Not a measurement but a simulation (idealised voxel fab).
Title: Process Module voxel released beams
The cross-section shown here is cut; it is 210 nm wide and divided into square cells measuring 5 nm on a side.
We lay out every cross-section as a grid of square cells and spell it out in bands from the top down, where one band means one or more rows of cells.
Band entry format. Leading values: height of top, height of bottom, nm. Remainder: materials in left-to-right order, each with its width in nm. Special words: "full width" on a single material, which then fills the band edge to edge; "blank", empty space.
Heights are reckoned from 0. Under this level, the received wafer is all of one material. The bottommost band is open-ended downward, for example "0 -> down".
Graded width ("30 to 40"): value in top row of band = first number; value in bottom row = second number; row-to-row change constant.
What does "no change" mean for a step? It means no cell of the cross-section changed in that step.
Entry "Voids lacking openings". Content: empty spaces with no open connection to the top, size 8 cells or greater. Each: width x height at distance. Distance: from left edge. Unit: nm.
Post-settings text on a step line: simulator's own remark regarding the step.
"overlay nm", when on a step's line for a step with a mask, measures how far to the right of its planned place the mask lay; a negative measure means to the left.

# These are the steps we planned for the process
step 1: RECEIVE (material Si)
step 2: CONFORMAL_DEP (material Al2O3; thk nm 5)
step 3: DIRECTIONAL_DEP (material SiO2; thk nm 20)
step 4: DIRECTIONAL_DEP (material aC; thk nm 10)
step 5: PATTERN (tone open; mask id ANCHOR; material resist; width nm 35; thk nm 25; overlay nm 0)
step 6: DIRECTIONAL_ETCH (etch materials aC; depth nm 10)
step 7: STRIP (etch materials resist)
step 8: DIRECTIONAL_ETCH (etch materials SiO2; depth nm 20)
step 9: STRIP (etch materials aC)
step 10: CONFORMAL_DEP (material W; thk nm 10)
step 11: MASKED_ETCH (tone cover; mask id BEAM; width nm 80; etch materials W; depth nm 10; overlay nm 0)
step 12: STRIP (etch materials SiO2)

# First out of two wafers; run went to plan

# Shown in cross-section is the wafer as received, that is, as it stands after step 1
    0 -> down: Si full width
    Voids lacking openings: none

# After step 2, in cross-section
    5 -> 0: Al2O3 full width
    below 0: unchanged

# After step 3, in cross-section
    25 -> 5: SiO2 full width
    below 5: unchanged

# After step 4, in cross-section
    35 -> 25: aC full width
    below 25: unchanged

# After step 5, in cross-section
    60 -> 35: resist 65 nm  blank 35 nm  resist 110 nm
    below 35: unchanged

# After step 6, in cross-section
    50 -> 35: resist 65 nm  blank 35 nm  resist 110 nm
    35 -> 25: aC 65 nm  blank 35 nm  aC 110 nm
    below 25: unchanged

# After step 7, in cross-section
    35 -> 25: aC 65 nm  blank 35 nm  aC 110 nm
    below 25: unchanged

# After step 8, in cross-section
    35 -> 25: aC 65 nm  blank 35 nm  aC 110 nm
    25 -> 5: SiO2 65 nm  blank 35 nm  SiO2 110 nm
    below 5: unchanged

# After step 9, in cross-section
    25 -> 5: SiO2 65 nm  blank 35 nm  SiO2 110 nm
    below 5: unchanged

# After step 10, in cross-section
    35 -> 25: W 75 nm  blank 15 nm  W 120 nm
    25 -> 15: SiO2 65 nm  W 10 nm  blank 15 nm  W 10 nm  SiO2 110 nm
    15 -> 5: SiO2 65 nm  W 35 nm  SiO2 110 nm
    below 5: unchanged

# After step 11, in cross-section
    35 -> 25: blank 60 nm  W 15 nm  blank 15 nm  W 50 nm  blank 70 nm
    below 25: unchanged

# After step 12, in cross-section
    35 -> 25: blank 60 nm  W 15 nm  blank 15 nm  W 50 nm  blank 70 nm
    25 -> 15: blank 65 nm  W 10 nm  blank 15 nm  W 10 nm  blank 110 nm
    15 -> 5: blank 65 nm  W 35 nm  blank 110 nm
    below 5: unchanged

# Second Wafer (Identical Start and Plan, One Processing Error; Matches First Wafer Through Step 4)

# Second wafer at the planned finish of step 5, seen in cross-section
    60 -> 35: resist 70 nm  blank 25 nm  resist 115 nm
    below 35: unchanged

# Second wafer at the planned finish of step 6, seen in cross-section
    50 -> 35: resist 70 nm  blank 25 nm  resist 115 nm
    35 -> 25: aC 70 nm  blank 25 nm  aC 115 nm
    below 25: unchanged

# Second wafer at the planned finish of step 7, seen in cross-section
    35 -> 25: aC 70 nm  blank 25 nm  aC 115 nm
    below 25: unchanged

# Second wafer at the planned finish of step 8, seen in cross-section
    35 -> 25: aC 70 nm  blank 25 nm  aC 115 nm
    25 -> 5: SiO2 70 nm  blank 25 nm  SiO2 115 nm
    below 5: unchanged

# Second wafer at the planned finish of step 9, seen in cross-section
    25 -> 5: SiO2 70 nm  blank 25 nm  SiO2 115 nm
    below 5: unchanged

# Second wafer at the planned finish of step 10, seen in cross-section
    35 -> 25: W 80 nm  blank 5 nm  W 125 nm
    25 -> 15: SiO2 70 nm  W 10 nm  blank 5 nm  W 10 nm  SiO2 115 nm
    15 -> 5: SiO2 70 nm  W 25 nm  SiO2 115 nm
    below 5: unchanged

# Second wafer at the planned finish of step 11, seen in cross-section
    35 -> 25: blank 60 nm  W 20 nm  blank 5 nm  W 55 nm  blank 70 nm
    below 25: unchanged

# Second wafer at the planned finish of step 12, seen in cross-section
    35 -> 25: blank 60 nm  W 20 nm  blank 5 nm  W 55 nm  blank 70 nm
    25 -> 15: blank 70 nm  W 10 nm  blank 5 nm  W 10 nm  blank 115 nm
    15 -> 5: blank 70 nm  W 25 nm  blank 115 nm
    below 5: unchanged
What was done differently from what was planned? step 5 ran as: PATTERN (tone open; mask id ANCHOR; material resist; width nm 25; thk nm 25; overlay nm 0)
So at the finish, the second wafer's got exactly as many cells of each material as the first, just not in the same spots.
